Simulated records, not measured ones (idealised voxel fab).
process module | voxel capacitor over wiring
This is section cut - it's 190 nm across, gridded in 5 nm square cells.
A cross-section in this document is a grid of square cells, and it is written down as bands, the top band listed before the ones below it; a band is made up of one or more rows of cells. Band: top and bottom heights (nm) first, top before bottom; then materials from left to right, widths in nm. "edge to edge" marks a sole material filling the band edge to edge. "blank" denotes empty space. Height datum 0, below which the as-received substrate wafer is one material. Lowest band open at the bottom, running downward: "0..down". When a width is written as two numbers, as in "30 to 40", the first number is the width in the top row of cells of the band and the second is the width in its bottom row, and the width changes by the same amount from each row to the next. Basically "nothing got changed" means that step didn't change any cell in the cross-section. "Closed internal voids" lists enclosed empty spaces (at least 8 cells, no open path upward to the top), each as width x height at distance from the left edge, in nm. That trailing text on a step's line, after the settings, is the simulator's own remark on the step. overlay nm: on a step with a mask, how far right of its planned place the mask lay; negative means left.

[Intended process steps]
1) RECEIVE: material Si
2) CONFORMAL_DEP: material SiO2, thk nm 10
3) DIRECTIONAL_DEP: material TiN, thk nm 5
4) DIRECTIONAL_DEP: material W, thk nm 15
5) DIRECTIONAL_DEP: material aC, thk nm 10
6) PATTERN: tone cover, mask id METAL_1, material resist, width nm 30, pitch nm 100, thk nm 25, overlay nm 0
7) DIRECTIONAL_ETCH: etch materials aC, depth nm 10
8) STRIP: etch materials resist
9) DIRECTIONAL_ETCH: etch materials W, depth nm 15
10) DIRECTIONAL_ETCH: etch materials TiN, depth nm 5
11) STRIP: etch materials aC
12) FILL_DEP: material SiO2, thk nm 10
13) CMP: height nm 30
14) CONFORMAL_DEP: material SiCN, thk nm 5
15) DIRECTIONAL_DEP: material SiO2, thk nm 20
16) PATTERN: tone open, mask id PLUG_1, material resist, width nm 15, thk nm 15, overlay nm 0
17) DIRECTIONAL_ETCH: etch materials SiO2, depth nm 20
18) DIRECTIONAL_ETCH: etch materials SiCN, depth nm 5
19) STRIP: etch materials resist
20) EPI: material Ru, thk nm 10
21) EPI: material Ru, thk nm 10
22) EPI: material Ru, thk nm 5
23) DIRECTIONAL_DEP: material TiN, thk nm 5
24) DIRECTIONAL_DEP: material HfO2, thk nm 5
25) DIRECTIONAL_DEP: material TiN, thk nm 10
26) DIRECTIONAL_DEP: material aC, thk nm 10
27) PATTERN: tone cover, mask id UPPER_PLATE, material resist, width nm 75, thk nm 30, overlay nm 0
28) DIRECTIONAL_ETCH: etch materials aC, depth nm 10
29) STRIP: etch materials resist
30) DIRECTIONAL_ETCH: etch materials TiN, depth nm 10
31) DIRECTIONAL_ETCH: etch materials HfO2, depth nm 5
32) STRIP: etch materials aC
33) DIRECTIONAL_DEP: material aC, thk nm 10
34) PATTERN: tone cover, mask id LOWER_PLATE, material resist, width nm 85, thk nm 25, overlay nm 0
35) DIRECTIONAL_ETCH: etch materials aC, depth nm 10
36) STRIP: etch materials resist
37) DIRECTIONAL_ETCH: etch materials TiN, depth nm 5
38) STRIP: etch materials aC
39) FILL_DEP: material SiO2, thk nm 15
40) CMP: height nm 85
41) DIRECTIONAL_DEP: material aC, thk nm 15
42) PATTERN: tone open, mask id PLUG_2, material resist, width nm 15, thk nm 35, overlay nm 0
43) DIRECTIONAL_ETCH: etch materials aC, depth nm 15
44) STRIP: etch materials resist
45) DIRECTIONAL_ETCH: etch materials SiO2, depth nm 10
46) STRIP: etch materials aC
47) CONFORMAL_DEP: material TiN, thk nm 5
48) FILL_DEP: material Ru, thk nm 5
49) CMP: height nm 85
50) CONFORMAL_DEP: material SiN, thk nm 5

[This is the cross-section of the wafer as we received it, i.e. after step 1]
0..down = Si edge to edge
Closed internal voids: none

[As-planned run: cross-section of the first of two wafers at end of module]
90..85 = SiN edge to edge
85..80 = 55 nm SiO2; 5 nm TiN; 5 nm Ru; 5 nm TiN; 120 nm SiO2
80..75 = 55 nm SiO2; 15 nm TiN; 120 nm SiO2
75..65 = 45 nm SiO2; 75 nm TiN; 70 nm SiO2
65..60 = 45 nm SiO2; 75 nm HfO2; 70 nm SiO2
60..55 = 40 nm SiO2; 85 nm TiN; 65 nm SiO2
55..35 = 45 nm SiO2; 15 nm Ru; 130 nm SiO2
35..30 = 45 nm SiCN; 15 nm Ru; 130 nm SiCN
30..15 = 30 nm SiO2; 30 nm W; 70 nm SiO2; 30 nm W; 30 nm SiO2
15..10 = 30 nm SiO2; 30 nm TiN; 70 nm SiO2; 30 nm TiN; 30 nm SiO2
10..0 = SiO2 edge to edge
0..down = Si edge to edge
Closed internal voids: none

[Presented here is a cross-section of the second of the two wafers as it stood at the end of the module. It was started in the same manner and assigned the same plan as the first wafer; however, one mistake was made in its execution]
90..85 = SiN edge to edge
85..80 = 65 nm SiO2; 5 nm TiN; 5 nm Ru; 5 nm TiN; 110 nm SiO2
80..75 = 65 nm SiO2; 15 nm TiN; 110 nm SiO2
75..65 = 45 nm SiO2; 75 nm TiN; 70 nm SiO2
65..60 = 45 nm SiO2; 75 nm HfO2; 70 nm SiO2
60..55 = 40 nm SiO2; 85 nm TiN; 65 nm SiO2
55..35 = 45 nm SiO2; 15 nm Ru; 130 nm SiO2
35..30 = 45 nm SiCN; 15 nm Ru; 130 nm SiCN
30..15 = 30 nm SiO2; 30 nm W; 70 nm SiO2; 30 nm W; 30 nm SiO2
15..10 = 30 nm SiO2; 30 nm TiN; 70 nm SiO2; 30 nm TiN; 30 nm SiO2
10..0 = SiO2 edge to edge
0..down = Si edge to edge
Closed internal voids: none
In executing the process, a mistake was made relative to the plan: step 42 was run on a setting that differed from the plan, and what really ran there is PATTERN: tone open, mask id PLUG_2, material resist, width nm 15, thk nm 35, overlay nm 10
Final state: per-material cell counts identical on both wafers; locations differ.
